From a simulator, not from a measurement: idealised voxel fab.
Herein follows the process module entitled voxel transistor to metal.
Each square cell in cross-section cut measures 5 nm, and the section as a whole is 190 nm wide.
Just so we're on the same page, the cross-sections are grids of square cells, and they're listed out in bands top to bottom, each band one or more rows deep. For a band, the entry starts with two heights in nm, that of the top and then that of the bottom, and carries on with the band's materials in order from left to right, each alongside its width in nm; the word "full width" beside a single material means it fills the band edge to edge, and "empty" means empty space. Basically, 0 is our baseline, since under it the wafer straight out of the box is all one material. The bottom band has no lower end and keeps on going down, so it looks like "0 nm and below". The notation "30->40" denotes a width that varies across the rows of cells in the band, beginning at the first number in the top row, finishing at the second number in the bottom row, and changing by an identical amount from each row to the next. Step note "nothing changed" = no cross-section cell changed. This entry, "Closed internal cavities", enumerates those empty regions of no fewer than 8 cells that possess no open connection to the top. Each region is reported in the form width x height at distance, the distance being taken from the left edge, with all three quantities expressed in nm. Note: text after step settings on the step line = simulator remark on that step. overlay nm: mask right of planned place by this much (step with mask). Neg. = left.
Steps in the process plan
1 RECEIVE with material Si
2 CONFORMAL_DEP with material SiO2, thk nm 5
3 CONFORMAL_DEP with material SiN, thk nm 15
4 MASKED_ETCH with tone cover, mask id ACTIVE, width nm 115, etch materials SiN, depth nm 15, overlay nm 0
5 MASKED_ETCH with tone cover, mask id ACTIVE, width nm 115, etch materials SiO2, depth nm 5, overlay nm 0
6 MASKED_ETCH with tone cover, mask id ACTIVE, width nm 115, etch materials Si, depth nm 20, overlay nm 0
7 FILL_DEP with material SiO2, thk nm 5
8 CMP with height nm 20
9 SELECTIVE_ETCH with etch materials SiO2, depth nm 10
10 STRIP with etch materials SiN
11 SELECTIVE_ETCH with etch materials SiO2, depth nm 5
12 OXIDIZE with depth nm 5
13 DIRECTIONAL_DEP with material polySi, thk nm 30
14 DIRECTIONAL_DEP with material SiCN, thk nm 15
15 DIRECTIONAL_DEP with material aC, thk nm 10
16 PATTERN with tone cover, mask id GATE, material resist, width nm 25, thk nm 25, overlay nm 0
17 DIRECTIONAL_ETCH with etch materials aC, depth nm 10
18 STRIP with etch materials resist
19 DIRECTIONAL_ETCH with etch materials SiCN, depth nm 25
20 DIRECTIONAL_ETCH with etch materials polySi, depth nm 40
21 STRIP with etch materials aC
22 CONFORMAL_DEP with material SiN, thk nm 5
23 DIRECTIONAL_ETCH with etch materials SiN, depth nm 5
24 DIRECTIONAL_ETCH with etch materials SiO2, depth nm 5
25 DIRECTIONAL_ETCH with etch materials Si, depth nm 5
26 EPI with material nSi, thk nm 5
27 FILL_DEP with material SiO2, thk nm 5
28 CMP with height nm 30
29 STRIP with etch materials polySi
30 SELECTIVE_ETCH with etch materials SiO2, depth nm 5
31 CONFORMAL_DEP with material HfO2, thk nm 5
32 CONFORMAL_DEP with material TiN, thk nm 5
33 FILL_DEP with material W, thk nm 5
34 CMP with height nm 25
35 DIRECTIONAL_DEP with material SiO2, thk nm 10
36 DIRECTIONAL_DEP with material aC, thk nm 15
37 PATTERN with tone open, mask id CONTACT, material resist, width nm 20, pitch nm 85, thk nm 35, overlay nm 0
38 DIRECTIONAL_ETCH with etch materials aC, depth nm 15
39 STRIP with etch materials resist
40 DIRECTIONAL_ETCH with etch materials SiO2, depth nm 40
41 STRIP with etch materials aC
42 CONFORMAL_DEP with material TiN, thk nm 5
43 FILL_DEP with material W, thk nm 5
44 CMP with height nm 35
45 DIRECTIONAL_DEP with material TiN, thk nm 5
46 DIRECTIONAL_DEP with material Ru, thk nm 25
47 PATTERN with tone cover, mask id METAL_1, material resist, width nm 20, pitch nm 85, thk nm 20, overlay nm 0
48 DIRECTIONAL_ETCH with etch materials Ru, depth nm 25
49 DIRECTIONAL_ETCH with etch materials TiN, depth nm 5
50 STRIP with etch materials resist
51 FILL_DEP with material lowk, thk nm 5
52 CMP with height nm 65
53 CONFORMAL_DEP with material SiCN, thk nm 5
54 DIRECTIONAL_DEP with material SiO2, thk nm 30
55 DIRECTIONAL_DEP with material aC, thk nm 15
56 PATTERN with tone open, mask id METAL_2, material resist, width nm 20, pitch nm 85, thk nm 30, overlay nm 0
57 DIRECTIONAL_ETCH with etch materials aC, depth nm 15
58 STRIP with etch materials resist
59 DIRECTIONAL_ETCH with etch materials SiO2, depth nm 15
60 STRIP with etch materials aC
61 DIRECTIONAL_DEP with material aC, thk nm 15
62 PATTERN with tone open, mask id METAL_2_HOLES, material resist, width nm 15, pitch nm 85, thk nm 35, overlay nm 0
63 DIRECTIONAL_ETCH with etch materials aC, depth nm 15
64 STRIP with etch materials resist
65 DIRECTIONAL_ETCH with etch materials SiO2, depth nm 15
66 DIRECTIONAL_ETCH with etch materials SiCN, depth nm 5
67 STRIP with etch materials aC
68 CONFORMAL_DEP with material TiN, thk nm 5
69 FILL_DEP with material Cu, thk nm 5
70 CMP with height nm 100
71 CONFORMAL_DEP with material SiCN, thk nm 5
As-received wafer cross-section (after step 1)
	0 nm and below: Si full width
	Closed internal cavities: none
Module complete - cross-section of the first of two wafers, run according to plan
	105 nm to 100 nm: SiCN full width
	100 nm to 90 nm: SiO2 40, TiN 5, Cu 10, TiN 5, SiO2 65, TiN 5, Cu 10, TiN 5, SiO2 45
	90 nm to 85 nm: SiO2 40, TiN 5, Cu 5, TiN 10, SiO2 65, TiN 5, Cu 5, TiN 10, SiO2 45
	85 nm to 70 nm: SiO2 40, TiN 5, Cu 5, TiN 5, SiO2 70, TiN 5, Cu 5, TiN 5, SiO2 50
	70 nm to 65 nm: SiCN 40, TiN 15, SiCN 70, TiN 15, SiCN 50
	65 nm to 40 nm: lowk 40, Ru 20, lowk 65, Ru 20, lowk 45
	40 nm to 35 nm: lowk 40, TiN 20, lowk 65, TiN 20, lowk 45
	35 nm to 25 nm: SiO2 40, TiN 5, W 10, TiN 5, SiO2 65, TiN 5, W 10, TiN 5, SiO2 45
	25 nm to 5 nm: SiO2 40, TiN 5, W 10, TiN 5, SiO2 15, SiN 5, HfO2 5, TiN 5, W 5, TiN 5, HfO2 5, SiN 5, SiO2 15, TiN 5, W 10, TiN 5, SiO2 45
	5 nm to 0 nm: SiO2 30, SiN 5, SiO2 5, TiN 5, W 10, TiN 5, SiO2 15, SiN 5, HfO2 5, TiN 15, HfO2 5, SiN 5, SiO2 15, TiN 5, W 10, TiN 5, SiO2 5, SiN 5, SiO2 35
	0 nm to -5 nm: SiO2 40, TiN 20, SiO2 10, nSi 5, HfO2 35, nSi 5, SiO2 10, TiN 20, SiO2 45
	-5 nm to -10 nm: SiO2 35, nSi 40, Si 35, nSi 40, SiO2 40
	-10 nm to -20 nm: SiO2 35, Si 115, SiO2 40
	-20 nm and below: Si full width
	Closed internal cavities: none
Cross-sectional view of the second of two wafers upon completion of the module. This wafer shared its starting condition and process plan with the first; one error was made during its execution
	105 nm to 100 nm: SiCN full width
	100 nm to 85 nm: SiO2 40, SiN 20, SiO2 65, SiN 20, SiO2 45
	85 nm to 70 nm: SiO2 full width
	70 nm to 65 nm: SiCN full width
	65 nm to 40 nm: lowk 40, Ru 20, lowk 65, Ru 20, lowk 45
	40 nm to 35 nm: lowk 40, TiN 20, lowk 65, TiN 20, lowk 45
	35 nm to 25 nm: SiO2 40, TiN 5, W 10, TiN 5, SiO2 65, TiN 5, W 10, TiN 5, SiO2 45
	25 nm to 5 nm: SiO2 40, TiN 5, W 10, TiN 5, SiO2 15, SiN 5, HfO2 5, TiN 5, W 5, TiN 5, HfO2 5, SiN 5, SiO2 15, TiN 5, W 10, TiN 5, SiO2 45
	5 nm to 0 nm: SiO2 30, SiN 5, SiO2 5, TiN 5, W 10, TiN 5, SiO2 15, SiN 5, HfO2 5, TiN 15, HfO2 5, SiN 5, SiO2 15, TiN 5, W 10, TiN 5, SiO2 5, SiN 5, SiO2 35
	0 nm to -5 nm: SiO2 40, TiN 20, SiO2 10, nSi 5, HfO2 35, nSi 5, SiO2 10, TiN 20, SiO2 45
	-5 nm to -10 nm: SiO2 35, nSi 40, Si 35, nSi 40, SiO2 40
	-10 nm to -20 nm: SiO2 35, Si 115, SiO2 40
	-20 nm and below: Si full width
	Closed internal cavities: none
Short version of what went wrong: heads up, step 61 didn't go per plan, it actually ran as DIRECTIONAL_DEP with material SiN, thk nm 15
Once processing is complete, comparing cell counts shows that the second wafer has more or fewer of certain materials than the first: Cu: 16 fewer | SiCN: 6 more | SiN: 24 more | SiO2: 18 more | TiN: 32 fewer
